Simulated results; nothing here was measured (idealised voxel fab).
Documented hereafter: the process module known as voxel wiring stack.
Section cut is 225 nm wide and gridded with 5 nm square cells.
Throughout this document, each cross-section is represented as a grid of square cells and is presented as a sequence of bands enumerated from the top downward, where a band comprises one or more rows of cells.
For a band, the entry starts with two heights in nm, that of the top and then that of the bottom, and carries on with the band's materials in order from left to right, each alongside its width in nm; the word "edge to edge" beside a single material means it fills the band edge to edge, and "empty" means empty space.
It should be noted that heights are counted from 0, beneath which the wafer as supplied is of one material throughout, and that the lowest band possesses no lower boundary but continues downward, as written in "0 -> down".
Note: "30..40" means the width goes from the first number (top row of the band) to the second number (bottom row) in equal steps per row of cells.
For the purposes of this document, the phrase "no modifications" attached to a step denotes that no cell within the cross-section was modified by that step.
Heads up: "Completely sealed voids" only lists the empty pockets with no open path to the top that are 8 cells or more, and it writes them as width x height at distance, distance from the left edge, in nm.
Past the settings on a step's line: simulator remark, on that step.
overlay nm: how far to the right of its planned place the mask lay on this masked step (negative: to the left).

# Set out below are the planned steps of the process
- 1: op RECEIVE | material Si
- 2: op CONFORMAL_DEP | material SiO2 | thk nm 10
- 3: op CONFORMAL_DEP | material SiN | thk nm 5
- 4: op DIRECTIONAL_DEP | material lowk | thk nm 15
- 5: op MASKED_ETCH | tone open | mask id METAL_1 | width nm 20 | pitch nm 35 | etch materials lowk | depth nm 15 | overlay nm 0
- 6: op MASKED_ETCH | tone open | mask id METAL_1 | width nm 20 | pitch nm 35 | etch materials SiN | depth nm 5 | overlay nm 0
- 7: op CONFORMAL_DEP | material TiN | thk nm 5
- 8: op FILL_DEP | material Ru | thk nm 5
- 9: op CMP | height nm 30
- 10: op CONFORMAL_DEP | material SiCN | thk nm 5
- 11: op DIRECTIONAL_DEP | material SiO2 | thk nm 20
- 12: op MASKED_ETCH | tone open | mask id PLUG_1 | width nm 15 | pitch nm 35 | etch materials SiO2 | depth nm 20 | overlay nm 0
- 13: op MASKED_ETCH | tone open | mask id PLUG_1 | width nm 15 | pitch nm 35 | etch materials SiCN | depth nm 5 | overlay nm 0
- 14: op CONFORMAL_DEP | material TiN | thk nm 5
- 15: op FILL_DEP | material Ru | thk nm 10
- 16: op CMP | height nm 55
- 17: op CONFORMAL_DEP | material SiCN | thk nm 5
- 18: op DIRECTIONAL_DEP | material lowk | thk nm 20
- 19: op PATTERN | tone open | mask id METAL_2 | material resist | width nm 20 | pitch nm 35 | thk nm 20 | overlay nm 0
- 20: op DIRECTIONAL_ETCH | etch materials lowk | depth nm 20
- 21: op DIRECTIONAL_ETCH | etch materials SiCN | depth nm 5
- 22: op STRIP | etch materials resist
- 23: op CONFORMAL_DEP | material TiN | thk nm 5
- 24: op FILL_DEP | material W | thk nm 5
- 25: op CMP | height nm 80
- 26: op CONFORMAL_DEP | material SiCN | thk nm 5
- 27: op DIRECTIONAL_DEP | material SiO2 | thk nm 15
- 28: op PATTERN | tone open | mask id PLUG_2 | material resist | width nm 15 | pitch nm 35 | thk nm 20 | overlay nm 0
- 29: op DIRECTIONAL_ETCH | etch materials SiO2 | depth nm 15
- 30: op DIRECTIONAL_ETCH | etch materials SiCN | depth nm 5
- 31: op STRIP | etch materials resist
- 32: op EPI | material Ru | thk nm 10
- 33: op EPI | material Ru | thk nm 10
- 34: op DIRECTIONAL_DEP | material TiN | thk nm 5
- 35: op DIRECTIONAL_DEP | material Ru | thk nm 25
- 36: op MASKED_ETCH | tone cover | mask id METAL_3 | width nm 20 | pitch nm 35 | etch materials Ru | depth nm 25 | overlay nm 0
- 37: op MASKED_ETCH | tone cover | mask id METAL_3 | width nm 20 | pitch nm 35 | etch materials TiN | depth nm 5 | overlay nm 0
- 38: op CONFORMAL_DEP | material SiCN | thk nm 5
- 39: op FILL_DEP | material lowk | thk nm 5
- 40: op CMP | height nm 130
- 41: op CONFORMAL_DEP | material SiCN | thk nm 5

# Below: the first of two wafers, run as planned

# Wafer as received: cross-section following step 1
- 0 -> down | Si edge to edge
- Completely sealed voids: none

# State of the wafer after step 2, shown in cross-section
- 10 -> 0 | SiO2 edge to edge
- All layers under 0 are left as they were.

# State of the wafer after step 3, shown in cross-section
- 15 -> 10 | SiN edge to edge
- All layers under 10 are left as they were.

# State of the wafer after step 4, shown in cross-section
- 30 -> 15 | lowk edge to edge
- All layers under 15 are left as they were.

# State of the wafer after step 5, shown in cross-section
- 30 -> 15 | 65 lowk | 20 empty | 15 lowk | 20 empty | 15 lowk | 20 empty | 70 lowk
- All layers under 15 are left as they were.

# State of the wafer after step 6, shown in cross-section
- 30 -> 15 | 65 lowk | 20 empty | 15 lowk | 20 empty | 15 lowk | 20 empty | 70 lowk
- 15 -> 10 | 65 SiN | 20 empty | 15 SiN | 20 empty | 15 SiN | 20 empty | 70 SiN
- All layers under 10 are left as they were.

# State of the wafer after step 7, shown in cross-section
- 35 -> 30 | 70 TiN | 10 empty | 25 TiN | 10 empty | 25 TiN | 10 empty | 75 TiN
- 30 -> 15 | 65 lowk | 5 TiN | 10 empty | 5 TiN | 15 lowk | 5 TiN | 10 empty | 5 TiN | 15 lowk | 5 TiN | 10 empty | 5 TiN | 70 lowk
- 15 -> 10 | 65 SiN | 20 TiN | 15 SiN | 20 TiN | 15 SiN | 20 TiN | 70 SiN
- All layers under 10 are left as they were.

# State of the wafer after step 8, shown in cross-section
- 40 -> 35 | Ru edge to edge
- 35 -> 30 | 70 TiN | 10 Ru | 25 TiN | 10 Ru | 25 TiN | 10 Ru | 75 TiN
- 30 -> 15 | 65 lowk | 5 TiN | 10 Ru | 5 TiN | 15 lowk | 5 TiN | 10 Ru | 5 TiN | 15 lowk | 5 TiN | 10 Ru | 5 TiN | 70 lowk
- All layers under 15 are left as they were.

# State of the wafer after step 9, shown in cross-section
- 30 -> 15 | 65 lowk | 5 TiN | 10 Ru | 5 TiN | 15 lowk | 5 TiN | 10 Ru | 5 TiN | 15 lowk | 5 TiN | 10 Ru | 5 TiN | 70 lowk
- All layers under 15 are left as they were.

# State of the wafer after step 10, shown in cross-section
- 35 -> 30 | SiCN edge to edge
- All layers under 30 are left as they were.

# State of the wafer after step 11, shown in cross-section
- 55 -> 35 | SiO2 edge to edge
- All layers under 35 are left as they were.

# State of the wafer after step 12, shown in cross-section
- 55 -> 35 | 65 SiO2 | 15 empty | 20 SiO2 | 15 empty | 20 SiO2 | 15 empty | 75 SiO2
- All layers under 35 are left as they were.

# State of the wafer after step 13, shown in cross-section
- 55 -> 35 | 65 SiO2 | 15 empty | 20 SiO2 | 15 empty | 20 SiO2 | 15 empty | 75 SiO2
- 35 -> 30 | 65 SiCN | 15 empty | 20 SiCN | 15 empty | 20 SiCN | 15 empty | 75 SiCN
- All layers under 30 are left as they were.

# State of the wafer after step 14, shown in cross-section
- 60 -> 55 | 70 TiN | 5 empty | 30 TiN | 5 empty | 30 TiN | 5 empty | 80 TiN
- 55 -> 35 | 65 SiO2 | 5 TiN | 5 empty | 5 TiN | 20 SiO2 | 5 TiN | 5 empty | 5 TiN | 20 SiO2 | 5 TiN | 5 empty | 5 TiN | 75 SiO2
- 35 -> 30 | 65 SiCN | 15 TiN | 20 SiCN | 15 TiN | 20 SiCN | 15 TiN | 75 SiCN
- All layers under 30 are left as they were.

# State of the wafer after step 15, shown in cross-section
- 70 -> 60 | Ru edge to edge
- 60 -> 55 | 70 TiN | 5 Ru | 30 TiN | 5 Ru | 30 TiN | 5 Ru | 80 TiN
- 55 -> 35 | 65 SiO2 | 5 TiN | 5 Ru | 5 TiN | 20 SiO2 | 5 TiN | 5 Ru | 5 TiN | 20 SiO2 | 5 TiN | 5 Ru | 5 TiN | 75 SiO2
- All layers under 35 are left as they were.

# State of the wafer after step 16, shown in cross-section
- 55 -> 35 | 65 SiO2 | 5 TiN | 5 Ru | 5 TiN | 20 SiO2 | 5 TiN | 5 Ru | 5 TiN | 20 SiO2 | 5 TiN | 5 Ru | 5 TiN | 75 SiO2
- All layers under 35 are left as they were.

# State of the wafer after step 17, shown in cross-section
- 60 -> 55 | SiCN edge to edge
- All layers under 55 are left as they were.

# State of the wafer after step 18, shown in cross-section
- 80 -> 60 | lowk edge to edge
- All layers under 60 are left as they were.

# State of the wafer after step 19, shown in cross-section
- 100 -> 80 | 65 resist | 20 empty | 15 resist | 20 empty | 15 resist | 20 empty | 70 resist
- All layers under 80 are left as they were.

# State of the wafer after step 20, shown in cross-section
- 100 -> 80 | 65 resist | 20 empty | 15 resist | 20 empty | 15 resist | 20 empty | 70 resist
- 80 -> 60 | 65 lowk | 20 empty | 15 lowk | 20 empty | 15 lowk | 20 empty | 70 lowk
- All layers under 60 are left as they were.

# State of the wafer after step 21, shown in cross-section
- 100 -> 80 | 65 resist | 20 empty | 15 resist | 20 empty | 15 resist | 20 empty | 70 resist
- 80 -> 60 | 65 lowk | 20 empty | 15 lowk | 20 empty | 15 lowk | 20 empty | 70 lowk
- 60 -> 55 | 65 SiCN | 20 empty | 15 SiCN | 20 empty | 15 SiCN | 20 empty | 70 SiCN
- All layers under 55 are left as they were.

# State of the wafer after step 22, shown in cross-section
- 80 -> 60 | 65 lowk | 20 empty | 15 lowk | 20 empty | 15 lowk | 20 empty | 70 lowk
- All layers under 60 are left as they were.

# State of the wafer after step 23, shown in cross-section
- 85 -> 80 | 70 TiN | 10 empty | 25 TiN | 10 empty | 25 TiN | 10 empty | 75 TiN
- 80 -> 60 | 65 lowk | 5 TiN | 10 empty | 5 TiN | 15 lowk | 5 TiN | 10 empty | 5 TiN | 15 lowk | 5 TiN | 10 empty | 5 TiN | 70 lowk
- 60 -> 55 | 65 SiCN | 20 TiN | 15 SiCN | 20 TiN | 15 SiCN | 20 TiN | 70 SiCN
- All layers under 55 are left as they were.

# State of the wafer after step 24, shown in cross-section
- 90 -> 85 | W edge to edge
- 85 -> 80 | 70 TiN | 10 W | 25 TiN | 10 W | 25 TiN | 10 W | 75 TiN
- 80 -> 60 | 65 lowk | 5 TiN | 10 W | 5 TiN | 15 lowk | 5 TiN | 10 W | 5 TiN | 15 lowk | 5 TiN | 10 W | 5 TiN | 70 lowk
- All layers under 60 are left as they were.

# State of the wafer after step 25, shown in cross-section
- 80 -> 60 | 65 lowk | 5 TiN | 10 W | 5 TiN | 15 lowk | 5 TiN | 10 W | 5 TiN | 15 lowk | 5 TiN | 10 W | 5 TiN | 70 lowk
- All layers under 60 are left as they were.

# State of the wafer after step 26, shown in cross-section
- 85 -> 80 | SiCN edge to edge
- All layers under 80 are left as they were.

# State of the wafer after step 27, shown in cross-section
- 100 -> 85 | SiO2 edge to edge
- All layers under 85 are left as they were.

# State of the wafer after step 28, shown in cross-section
- 120 -> 100 | 65 resist | 15 empty | 20 resist | 15 empty | 20 resist | 15 empty | 75 resist
- All layers under 100 are left as they were.

# State of the wafer after step 29, shown in cross-section
- 120 -> 100 | 65 resist | 15 empty | 20 resist | 15 empty | 20 resist | 15 empty | 75 resist
- 100 -> 85 | 65 SiO2 | 15 empty | 20 SiO2 | 15 empty | 20 SiO2 | 15 empty | 75 SiO2
- All layers under 85 are left as they were.

# State of the wafer after step 30, shown in cross-section
- 120 -> 100 | 65 resist | 15 empty | 20 resist | 15 empty | 20 resist | 15 empty | 75 resist
- 100 -> 85 | 65 SiO2 | 15 empty | 20 SiO2 | 15 empty | 20 SiO2 | 15 empty | 75 SiO2
- 85 -> 80 | 65 SiCN | 15 empty | 20 SiCN | 15 empty | 20 SiCN | 15 empty | 75 SiCN
- All layers under 80 are left as they were.

# State of the wafer after step 31, shown in cross-section
- 100 -> 85 | 65 SiO2 | 15 empty | 20 SiO2 | 15 empty | 20 SiO2 | 15 empty | 75 SiO2
- All layers under 85 are left as they were.

# State of the wafer after step 32, shown in cross-section
- 100 -> 90 | 65 SiO2 | 15 empty | 20 SiO2 | 15 empty | 20 SiO2 | 15 empty | 75 SiO2
- 90 -> 85 | 65 SiO2 | 15 Ru | 20 SiO2 | 15 Ru | 20 SiO2 | 15 Ru | 75 SiO2
- 85 -> 80 | 65 SiCN | 15 Ru | 20 SiCN | 15 Ru | 20 SiCN | 15 Ru | 75 SiCN
- All layers under 80 are left as they were.

# State of the wafer after step 33, shown in cross-section
- 100 -> 85 | 65 SiO2 | 15 Ru | 20 SiO2 | 15 Ru | 20 SiO2 | 15 Ru | 75 SiO2
- All layers under 85 are left as they were.

# State of the wafer after step 34, shown in cross-section
- 105 -> 100 | TiN edge to edge
- All layers under 100 are left as they were.

# State of the wafer after step 35, shown in cross-section
- 130 -> 105 | Ru edge to edge
- All layers under 105 are left as they were.

# State of the wafer after step 36, shown in cross-section
- 130 -> 105 | 65 empty | 20 Ru | 15 empty | 20 Ru | 15 empty | 20 Ru | 70 empty
- All layers under 105 are left as they were.

# State of the wafer after step 37, shown in cross-section
- 130 -> 105 | 65 empty | 20 Ru | 15 empty | 20 Ru | 15 empty | 20 Ru | 70 empty
- 105 -> 100 | 65 empty | 20 TiN | 15 empty | 20 TiN | 15 empty | 20 TiN | 70 empty
- All layers under 100 are left as they were.

# State of the wafer after step 38, shown in cross-section
- 135 -> 130 | 60 empty | 30 SiCN | 5 empty | 30 SiCN | 5 empty | 30 SiCN | 65 empty
- 130 -> 105 | 60 empty | 5 SiCN | 20 Ru | 5 SiCN | 5 empty | 5 SiCN | 20 Ru | 5 SiCN | 5 empty | 5 SiCN | 20 Ru | 5 SiCN | 65 empty
- 105 -> 100 | 65 SiCN | 20 TiN | 15 SiCN | 20 TiN | 15 SiCN | 20 TiN | 70 SiCN
- All layers under 100 are left as they were.

# State of the wafer after step 39, shown in cross-section
- 140 -> 135 | lowk edge to edge
- 135 -> 130 | 60 lowk | 30 SiCN | 5 lowk | 30 SiCN | 5 lowk | 30 SiCN | 65 lowk
- 130 -> 105 | 60 lowk | 5 SiCN | 20 Ru | 5 SiCN | 5 lowk | 5 SiCN | 20 Ru | 5 SiCN | 5 lowk | 5 SiCN | 20 Ru | 5 SiCN | 65 lowk
- All layers under 105 are left as they were.

# State of the wafer after step 40, shown in cross-section
- 130 -> 105 | 60 lowk | 5 SiCN | 20 Ru | 5 SiCN | 5 lowk | 5 SiCN | 20 Ru | 5 SiCN | 5 lowk | 5 SiCN | 20 Ru | 5 SiCN | 65 lowk
- All layers under 105 are left as they were.

# State of the wafer after step 41, shown in cross-section
- 135 -> 130 | SiCN edge to edge
- All layers under 130 are left as they were.

# Wafer two of two - same starting point, same process plan, one mistake in execution; matches wafer one up to and including step 26

# Second wafer at the planned finish of step 27, seen in cross-section
- 115 -> 85 | SiO2 edge to edge
- All layers under 85 are left as they were.

# Second wafer at the planned finish of step 28, seen in cross-section
- 135 -> 115 | 65 resist | 15 empty | 20 resist | 15 empty | 20 resist | 15 empty | 75 resist
- All layers under 115 are left as they were.

# Second wafer at the planned finish of step 29, seen in cross-section
- 135 -> 115 | 65 resist | 15 empty | 20 resist | 15 empty | 20 resist | 15 empty | 75 resist
- 115 -> 100 | 65 SiO2 | 15 empty | 20 SiO2 | 15 empty | 20 SiO2 | 15 empty | 75 SiO2
- All layers under 100 are left as they were.

Second wafer at the planned finish of step 30, seen in cross-section: no modifications

# Second wafer at the planned finish of step 31, seen in cross-section
- 115 -> 100 | 65 SiO2 | 15 empty | 20 SiO2 | 15 empty | 20 SiO2 | 15 empty | 75 SiO2
- All layers under 100 are left as they were.

Second wafer at the planned finish of step 32, seen in cross-section: no modifications

Second wafer at the planned finish of step 33, seen in cross-section: no modifications

# Second wafer at the planned finish of step 34, seen in cross-section
- 120 -> 115 | 65 TiN | 15 empty | 20 TiN | 15 empty | 20 TiN | 15 empty | 75 TiN
- 115 -> 105 | 65 SiO2 | 15 empty | 20 SiO2 | 15 empty | 20 SiO2 | 15 empty | 75 SiO2
- 105 -> 100 | 65 SiO2 | 15 TiN | 20 SiO2 | 15 TiN | 20 SiO2 | 15 TiN | 75 SiO2
- All layers under 100 are left as they were.

# Second wafer at the planned finish of step 35, seen in cross-section
- 145 -> 130 | 65 Ru | 15 empty | 20 Ru | 15 empty | 20 Ru | 15 empty | 75 Ru
- 130 -> 120 | Ru edge to edge
- 120 -> 115 | 65 TiN | 15 Ru | 20 TiN | 15 Ru | 20 TiN | 15 Ru | 75 TiN
- 115 -> 105 | 65 SiO2 | 15 Ru | 20 SiO2 | 15 Ru | 20 SiO2 | 15 Ru | 75 SiO2
- All layers under 105 are left as they were.

# Second wafer at the planned finish of step 36, seen in cross-section
- 145 -> 130 | 80 empty | 5 Ru | 30 empty | 5 Ru | 30 empty | 5 Ru | 70 empty
- 130 -> 120 | 65 empty | 20 Ru | 15 empty | 20 Ru | 15 empty | 20 Ru | 70 empty
- All layers under 120 are left as they were.

# Second wafer at the planned finish of step 37, seen in cross-section
- 145 -> 130 | 80 empty | 5 Ru | 30 empty | 5 Ru | 30 empty | 5 Ru | 70 empty
- 130 -> 120 | 65 empty | 20 Ru | 15 empty | 20 Ru | 15 empty | 20 Ru | 70 empty
- 120 -> 115 | 65 empty | 15 Ru | 5 TiN | 15 empty | 15 Ru | 5 TiN | 15 empty | 15 Ru | 5 TiN | 70 empty
- All layers under 115 are left as they were.

# Second wafer at the planned finish of step 38, seen in cross-section
- 150 -> 145 | 75 empty | 15 SiCN | 20 empty | 15 SiCN | 20 empty | 15 SiCN | 65 empty
- 145 -> 135 | 75 empty | 5 SiCN | 5 Ru | 5 SiCN | 20 empty | 5 SiCN | 5 Ru | 5 SiCN | 20 empty | 5 SiCN | 5 Ru | 5 SiCN | 65 empty
- 135 -> 130 | 60 empty | 20 SiCN | 5 Ru | 5 SiCN | 5 empty | 20 SiCN | 5 Ru | 5 SiCN | 5 empty | 20 SiCN | 5 Ru | 5 SiCN | 65 empty
- 130 -> 120 | 60 empty | 5 SiCN | 20 Ru | 5 SiCN | 5 empty | 5 SiCN | 20 Ru | 5 SiCN | 5 empty | 5 SiCN | 20 Ru | 5 SiCN | 65 empty
- 120 -> 115 | 65 SiCN | 15 Ru | 5 TiN | 15 SiCN | 15 Ru | 5 TiN | 15 SiCN | 15 Ru | 5 TiN | 70 SiCN
- All layers under 115 are left as they were.

# Second wafer at the planned finish of step 39, seen in cross-section
- 155 -> 150 | lowk edge to edge
- 150 -> 145 | 75 lowk | 15 SiCN | 20 lowk | 15 SiCN | 20 lowk | 15 SiCN | 65 lowk
- 145 -> 135 | 75 lowk | 5 SiCN | 5 Ru | 5 SiCN | 20 lowk | 5 SiCN | 5 Ru | 5 SiCN | 20 lowk | 5 SiCN | 5 Ru | 5 SiCN | 65 lowk
- 135 -> 130 | 60 lowk | 20 SiCN | 5 Ru | 5 SiCN | 5 lowk | 20 SiCN | 5 Ru | 5 SiCN | 5 lowk | 20 SiCN | 5 Ru | 5 SiCN | 65 lowk
- 130 -> 120 | 60 lowk | 5 SiCN | 20 Ru | 5 SiCN | 5 lowk | 5 SiCN | 20 Ru | 5 SiCN | 5 lowk | 5 SiCN | 20 Ru | 5 SiCN | 65 lowk
- All layers under 120 are left as they were.

# Second wafer at the planned finish of step 40, seen in cross-section
- 130 -> 120 | 60 lowk | 5 SiCN | 20 Ru | 5 SiCN | 5 lowk | 5 SiCN | 20 Ru | 5 SiCN | 5 lowk | 5 SiCN | 20 Ru | 5 SiCN | 65 lowk
- All layers under 120 are left as they were.

# Second wafer at the planned finish of step 41, seen in cross-section
- 135 -> 130 | SiCN edge to edge
- All layers under 130 are left as they were.
Which mistake was made when the wafer was run? step 27 of the plan was performed twice
FYI, end of process, the second wafer has more or fewer cells of some materials than the first: -45 Ru, -9 SiCN, +135 SiO2, -81 lowk
